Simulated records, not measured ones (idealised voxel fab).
Process module heading - voxel transistor to metal
cross-section cut | 215 nm wide | cells 5 nm
When this document writes out a cross-section, it uses a grid of square cells and lists it as bands, beginning at the top and moving down, with a band standing for one or more rows of cells.
Per band: top height and bottom height in nm, followed by the left-to-right materials and their widths in nm; "all across" marks a single material spanning edge to edge, "empty" marks empty space.
All heights in this document are referenced to 0, defined as the level beneath which the wafer, as received, consists entirely of one material. The lowest band is not bounded below; it extends indefinitely downward and is written in the form "top 0, no bottom".
Width "30 to 40": first value at the band's top row of cells, second value at its bottom row, equal change from row to row.
"same as before" (step): cross-section cells unchanged, all of them.
Completely enclosed voids: empty space of 8 cells or more with no open way to the top, each as width x height at its distance from the left edge, in nm
Formally, on a step line, whatever follows the settings is a remark that the simulator itself makes on the step.
overlay nm: right-of-plan distance of the mask on a masked step; negative values mean left-of-plan.

[Here's what the planned process steps look like]
1 RECEIVE [material Si]
2 OXIDIZE [depth nm 5]
3 CONFORMAL_DEP [material SiN] [thk nm 15]
4 MASKED_ETCH [tone cover] [mask id ACTIVE] [width nm 135] [etch materials SiN] [depth nm 15] [overlay nm 0]
5 MASKED_ETCH [tone cover] [mask id ACTIVE] [width nm 135] [etch materials SiO2] [depth nm 5] [overlay nm 0]
6 MASKED_ETCH [tone cover] [mask id ACTIVE] [width nm 135] [etch materials Si] [depth nm 35] [overlay nm 0]
7 OXIDIZE [depth nm 5]
8 FILL_DEP [material SiO2] [thk nm 5]
9 CMP [height nm 15]
10 SELECTIVE_ETCH [etch materials SiO2] [depth nm 10]
11 STRIP [etch materials SiN]
12 SELECTIVE_ETCH [etch materials SiO2] [depth nm 5]
13 OXIDIZE [depth nm 5]
14 DIRECTIONAL_DEP [material polySi] [thk nm 25]
15 DIRECTIONAL_DEP [material SiCN] [thk nm 10]
16 PATTERN [tone cover] [mask id GATE] [material resist] [width nm 35] [thk nm 15] [overlay nm 0]
17 DIRECTIONAL_ETCH [etch materials SiCN] [depth nm 20]
18 DIRECTIONAL_ETCH [etch materials polySi] [depth nm 35]
19 STRIP [etch materials resist]
20 CONFORMAL_DEP [material SiO2] [thk nm 5]
21 DIRECTIONAL_ETCH [etch materials SiO2] [depth nm 5]
22 CONFORMAL_DEP [material SiN] [thk nm 5]
23 DIRECTIONAL_ETCH [etch materials SiN] [depth nm 5]
24 DIRECTIONAL_ETCH [etch materials SiO2] [depth nm 5]
25 DIRECTIONAL_ETCH [etch materials Si] [depth nm 5]
26 EPI [material pSi] [thk nm 5]
27 FILL_DEP [material SiO2] [thk nm 10]
28 CMP [height nm 20]
29 STRIP [etch materials polySi]
30 SELECTIVE_ETCH [etch materials SiO2] [depth nm 5]
31 CONFORMAL_DEP [material HfO2] [thk nm 5]
32 CONFORMAL_DEP [material TiN] [thk nm 5]
33 FILL_DEP [material W] [thk nm 5]
34 CMP [height nm 15]
35 DIRECTIONAL_DEP [material SiO2] [thk nm 15]
36 MASKED_ETCH [tone open] [mask id CONTACT] [width nm 20] [pitch nm 95] [etch materials SiO2] [depth nm 40] [overlay nm 0]
37 CONFORMAL_DEP [material TiN] [thk nm 5]
38 FILL_DEP [material Ru] [thk nm 10]
39 CMP [height nm 30]
40 DIRECTIONAL_DEP [material TiN] [thk nm 5]
41 DIRECTIONAL_DEP [material W] [thk nm 20]
42 PATTERN [tone cover] [mask id METAL_1] [material resist] [width nm 20] [pitch nm 95] [thk nm 15] [overlay nm 0]
43 DIRECTIONAL_ETCH [etch materials W] [depth nm 20]
44 DIRECTIONAL_ETCH [etch materials TiN] [depth nm 5]
45 STRIP [etch materials resist]
46 CONFORMAL_DEP [material SiCN] [thk nm 5]
47 FILL_DEP [material lowk] [thk nm 5]
48 CMP [height nm 55]
49 CONFORMAL_DEP [material SiCN] [thk nm 5]
50 DIRECTIONAL_DEP [material lowk] [thk nm 25]
51 PATTERN [tone open] [mask id METAL_2_HOLES] [material resist] [width nm 15] [pitch nm 95] [thk nm 20] [overlay nm 0]
52 DIRECTIONAL_ETCH [etch materials lowk] [depth nm 25]
53 STRIP [etch materials resist]
54 DIRECTIONAL_DEP [material aC] [thk nm 10]
55 PATTERN [tone open] [mask id METAL_2] [material resist] [width nm 20] [pitch nm 95] [thk nm 25] [overlay nm 0]
56 DIRECTIONAL_ETCH [etch materials aC] [depth nm 10]
57 STRIP [etch materials resist]
58 DIRECTIONAL_ETCH [etch materials lowk] [depth nm 15]
59 DIRECTIONAL_ETCH [etch materials SiCN] [depth nm 5]
60 STRIP [etch materials aC]
61 CONFORMAL_DEP [material TiN] [thk nm 5]
62 FILL_DEP [material Ru] [thk nm 5]
63 CMP [height nm 85]
64 CONFORMAL_DEP [material SiCN] [thk nm 5]

[Cross-section of the wafer as it came to us, i.e., already through step 1]
    top 0, no bottom | Si all across
    Completely enclosed voids: none

[End state of the module in cross-section, given the above starting point and plan and one mistake in execution]
    top 90, bottom 85 | SiCN all across
    top 85, bottom 75 | lowk (50), then TiN (5), then Ru (10), then TiN (5), then lowk (75), then TiN (5), then Ru (10), then TiN (5), then lowk (50)
    top 75, bottom 70 | lowk (50), then TiN (5), then Ru (5), then TiN (10), then lowk (75), then TiN (5), then Ru (5), then TiN (10), then lowk (50)
    top 70, bottom 60 | lowk (50), then TiN (5), then Ru (5), then TiN (5), then lowk (80), then TiN (5), then Ru (5), then TiN (5), then lowk (55)
    top 60, bottom 55 | SiCN (50), then TiN (15), then SiCN (80), then TiN (15), then SiCN (55)
    top 55, bottom 35 | lowk (45), then SiCN (5), then W (20), then SiCN (5), then lowk (65), then SiCN (5), then W (20), then SiCN (5), then lowk (45)
    top 35, bottom 30 | SiCN (50), then TiN (20), then SiCN (75), then TiN (20), then SiCN (50)
    top 30, bottom 15 | SiO2 (40), then TiN (5), then Ru (10), then TiN (5), then SiO2 (75), then TiN (5), then Ru (10), then TiN (5), then SiO2 (60)
    top 15, bottom 5 | SiO2 (40), then TiN (5), then Ru (10), then TiN (5), then SiO2 (20), then SiN (5), then HfO2 (5), then TiN (5), then W (25), then TiN (5), then HfO2 (5), then SiN (5), then TiN (5), then Ru (10), then TiN (5), then SiO2 (60)
    top 5, bottom 0 | SiO2 (40), then TiN (10), then Ru (5), then TiN (5), then SiO2 (20), then SiN (5), then HfO2 (5), then TiN (5), then W (25), then TiN (5), then HfO2 (5), then SiN (5), then TiN (5), then Ru (10), then TiN (5), then SiO2 (60)
    top 0, bottom -5 | SiO2 (40), then SiN (5), then TiN (5), then Ru (5), then TiN (5), then SiO2 (20), then SiN (5), then HfO2 (5), then TiN (35), then HfO2 (5), then SiN (5), then TiN (10), then Ru (5), then TiN (5), then SiO2 (15), then SiN (5), then SiO2 (40)
    top -5, bottom -10 | SiO2 (45), then TiN (15), then SiO2 (15), then pSi (5), then SiO2 (5), then HfO2 (45), then SiO2 (5), then pSi (5), then TiN (15), then SiO2 (60)
    top -10, bottom -15 | SiO2 (45), then pSi (35), then Si (55), then pSi (35), then SiO2 (45)
    top -15, bottom -45 | SiO2 (45), then Si (125), then SiO2 (45)
    top -45, no bottom | Si all across
    Completely enclosed voids: none
What broke from the plan during processing? step 36 off recipe, ran as MASKED_ETCH [tone open] [mask id CONTACT] [width nm 20] [pitch nm 95] [etch materials SiO2] [depth nm 40] [overlay nm -10]
